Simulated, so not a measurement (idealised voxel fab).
The following is a process module called voxel released beams.
Shown is cross-section cut, with a width of 235 nm and square cells of size 5 nm.
A cross-section is written here as square cells arranged in a grid, and it is given in bands from the top down, each band taking up one or more rows of cells. Per band: top height and bottom height in nm, followed by the left-to-right materials and their widths in nm; "edge to edge" marks a single material spanning edge to edge, "blank" marks empty space. The reference from which all heights are counted is 0, the level beneath which the as-received wafer is entirely one material; the lowest band, having no lower bound, proceeds downward and is written after the example "from 0 down". Graded width ("30 to 40"): value in top row of band = first number; value in bottom row = second number; row-to-row change constant. Where the words "stayed the same" appear for a step, the cross-section shows no cell changed by that step; every cell remained as before. "Unvented internal voids" contains a list of empty spaces, each no smaller than 8 cells and without an open way to the top, written in the form width x height at distance with the distance from the left edge and all three in nm. Where a step's line continues beyond its settings, the continuation is a remark by the simulator itself on that step. overlay nm: where the mask lay relative to plan, measured to the right, on steps with a mask; negatives go left.
Listed below are the process steps as planned
1,RECEIVE (material Si)
2,CONFORMAL_DEP (material SiN; thk nm 10)
3,DIRECTIONAL_DEP (material SiO2; thk nm 15)
4,DIRECTIONAL_DEP (material aC; thk nm 10)
5,PATTERN (tone open; mask id ANCHOR; material resist; width nm 35; thk nm 25; overlay nm 0)
6,DIRECTIONAL_ETCH (etch materials aC; depth nm 10)
7,STRIP (etch materials resist)
8,DIRECTIONAL_ETCH (etch materials SiO2; depth nm 15)
9,STRIP (etch materials aC)
10,CONFORMAL_DEP (material TiN; thk nm 10)
11,DIRECTIONAL_DEP (material aC; thk nm 15)
12,PATTERN (tone cover; mask id BEAM; material resist; width nm 90; thk nm 30; overlay nm 0)
13,DIRECTIONAL_ETCH (etch materials aC; depth nm 15)
14,STRIP (etch materials resist)
15,DIRECTIONAL_ETCH (etch materials TiN; depth nm 10)
16,STRIP (etch materials aC)
17,STRIP (etch materials SiO2)
Cross-section: wafer on arrival = after step 1
  from 0 down = Si edge to edge
  Unvented internal voids: none
Cross-sectional image of the first of two wafers at the end of the module, the run having proceeded as planned
  from 35 to 25 = blank (70) | TiN (15) | blank (15) | TiN (60) | blank (75)
  from 25 to 20 = blank (75) | TiN (10) | blank (15) | TiN (10) | blank (125)
  from 20 to 10 = blank (75) | TiN (35) | blank (125)
  from 10 to 0 = SiN edge to edge
  from 0 down = Si edge to edge
  Unvented internal voids: none
So this is wafer number two of the two, cut at the end of the module - it started where the first did and had the same plan, we just got one thing wrong running it
  from 50 to 35 = SiN (85) | blank (15) | SiN (135)
  from 35 to 25 = TiN (85) | SiN (15) | TiN (135)
  from 25 to 20 = SiO2 (75) | TiN (10) | SiN (15) | TiN (10) | SiO2 (125)
  from 20 to 10 = SiO2 (75) | TiN (35) | SiO2 (125)
  from 10 to 0 = SiN edge to edge
  from 0 down = Si edge to edge
  Unvented internal voids: none
Deviation from plan: step 11 changed vs plan, executed as DIRECTIONAL_DEP (material SiN; thk nm 15)
Once processing is complete, comparing cell counts shows that the second wafer has more or fewer of certain materials than the first: +141 SiN | +120 SiO2 | +58 TiN
